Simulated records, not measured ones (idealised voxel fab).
process module | voxel transistor to metal
cross-section cut | 210 nm wide | cells 5 nm
A cross-section is a grid of square cells, given in bands from the top down. A band is one or more rows of cells.
Each band's line starts with the height of the band's top and of its bottom, in nm. Then come its materials from left to right, each with its width in nm. One material with "throughout" fills the band from edge to edge. "air" is empty space.
Height 0 is the level under which the wafer as received is all one material. The lowest band goes on downwards, as in "0 down".
A width such as "30 to 40" changes by the same amount from each row of cells to the next, from the band's top row to its bottom row.
"no change" after a step means that no cell of the cross-section changed.
closed voids: empty space of 8 cells or more with no open way to the top, each as width x height at its distance from the left edge, in nm
after a step's settings: what the simulator itself notes on the step
overlay nm, on a step with a mask: how far to the right of its planned place the mask lay; to the left if negative
plan
1 op RECEIVE | material Si
2 op CONFORMAL_DEP | material SiO2 | thk nm 5
3 op CONFORMAL_DEP | material SiN | thk nm 10
4 op MASKED_ETCH | tone cover | mask id ACTIVE | width nm 115 | etch materials SiN | depth nm 10 | overlay nm 0
5 op MASKED_ETCH | tone cover | mask id ACTIVE | width nm 115 | etch materials SiO2 | depth nm 5 | overlay nm 0
6 op MASKED_ETCH | tone cover | mask id ACTIVE | width nm 115 | etch materials Si | depth nm 35 | overlay nm 0
7 op OXIDIZE | depth nm 5
8 op FILL_DEP | material SiO2 | thk nm 15
9 op CMP | height nm 15
10 op SELECTIVE_ETCH | etch materials SiO2 | depth nm 5
11 op STRIP | etch materials SiN
12 op SELECTIVE_ETCH | etch materials SiO2 | depth nm 5
13 op OXIDIZE | depth nm 5
14 op DIRECTIONAL_DEP | material polySi | thk nm 30
15 op DIRECTIONAL_DEP | material SiCN | thk nm 10
16 op PATTERN | tone cover | mask id GATE | material resist | width nm 25 | thk nm 15 | overlay nm 0
17 op DIRECTIONAL_ETCH | etch materials SiCN | depth nm 20
18 op DIRECTIONAL_ETCH | etch materials polySi | depth nm 40
19 op STRIP | etch materials resist
20 op CONFORMAL_DEP | material SiN | thk nm 10
21 op DIRECTIONAL_ETCH | etch materials SiN | depth nm 10
22 op DIRECTIONAL_ETCH | etch materials SiO2 | depth nm 5
23 op EPI | material nSi | thk nm 5
24 op FILL_DEP | material SiO2 | thk nm 5
25 op CMP | height nm 40
26 op DIRECTIONAL_DEP | material SiO2 | thk nm 10
27 op DIRECTIONAL_DEP | material aC | thk nm 10
28 op PATTERN | tone open | mask id CONTACT | material resist | width nm 20 | pitch nm 75 | thk nm 30 | overlay nm 0
29 op DIRECTIONAL_ETCH | etch materials aC | depth nm 10
30 op STRIP | etch materials resist
31 op DIRECTIONAL_ETCH | etch materials SiO2 | depth nm 50
32 op STRIP | etch materials aC
33 op CONFORMAL_DEP | material TiN | thk nm 5
34 op FILL_DEP | material Ru | thk nm 5
35 op CMP | height nm 50
36 op CONFORMAL_DEP | material SiCN | thk nm 5
37 op DIRECTIONAL_DEP | material lowk | thk nm 15
38 op PATTERN | tone open | mask id METAL_1 | material resist | width nm 20 | pitch nm 75 | thk nm 20 | overlay nm 0
39 op DIRECTIONAL_ETCH | etch materials lowk | depth nm 15
40 op DIRECTIONAL_ETCH | etch materials SiCN | depth nm 5
41 op STRIP | etch materials resist
42 op CONFORMAL_DEP | material TiN | thk nm 5
43 op FILL_DEP | material W | thk nm 5
44 op CMP | height nm 70
45 op CONFORMAL_DEP | material SiN | thk nm 5
as received, after step 1
  0 down: Si throughout
  closed voids: none
a wafer at the end: this start, this plan, one mistake
  75 to 70: SiN throughout
  70 to 55: lowk 55 | TiN 5 | W 10 | TiN 5 | lowk 55 | TiN 5 | W 10 | TiN 5 | lowk 60
  55 to 50: SiCN 55 | TiN 20 | SiCN 55 | TiN 20 | SiCN 60
  50 to 40: SiO2 55 | TiN 5 | Ru 10 | TiN 5 | SiO2 55 | TiN 5 | Ru 10 | TiN 5 | SiO2 60
  40 to 35: SiO2 55 | TiN 5 | Ru 10 | TiN 5 | SiO2 5 | SiN 10 | SiCN 25 | SiN 10 | SiO2 5 | TiN 5 | Ru 10 | TiN 5 | SiO2 60
  35 to 10: SiO2 55 | TiN 5 | Ru 10 | TiN 5 | SiO2 5 | SiN 10 | polySi 25 | SiN 10 | SiO2 5 | TiN 5 | Ru 10 | TiN 5 | SiO2 60
  10 to 5: SiO2 55 | TiN 20 | SiO2 5 | SiN 10 | polySi 25 | SiN 10 | SiO2 5 | TiN 20 | SiO2 60
  5 to 0: SiO2 40 | SiN 10 | nSi 30 | SiO2 45 | nSi 30 | SiN 10 | SiO2 45
  0 to -5: nSi 40 | SiO2 15 | Si 95 | SiO2 15 | nSi 45
  -5 down: Si throughout
  closed voids: none
what went wrong: step 4 ran as: op MASKED_ETCH | tone open | mask id ACTIVE | width nm 115 | etch materials SiN | depth nm 10 | overlay nm 0
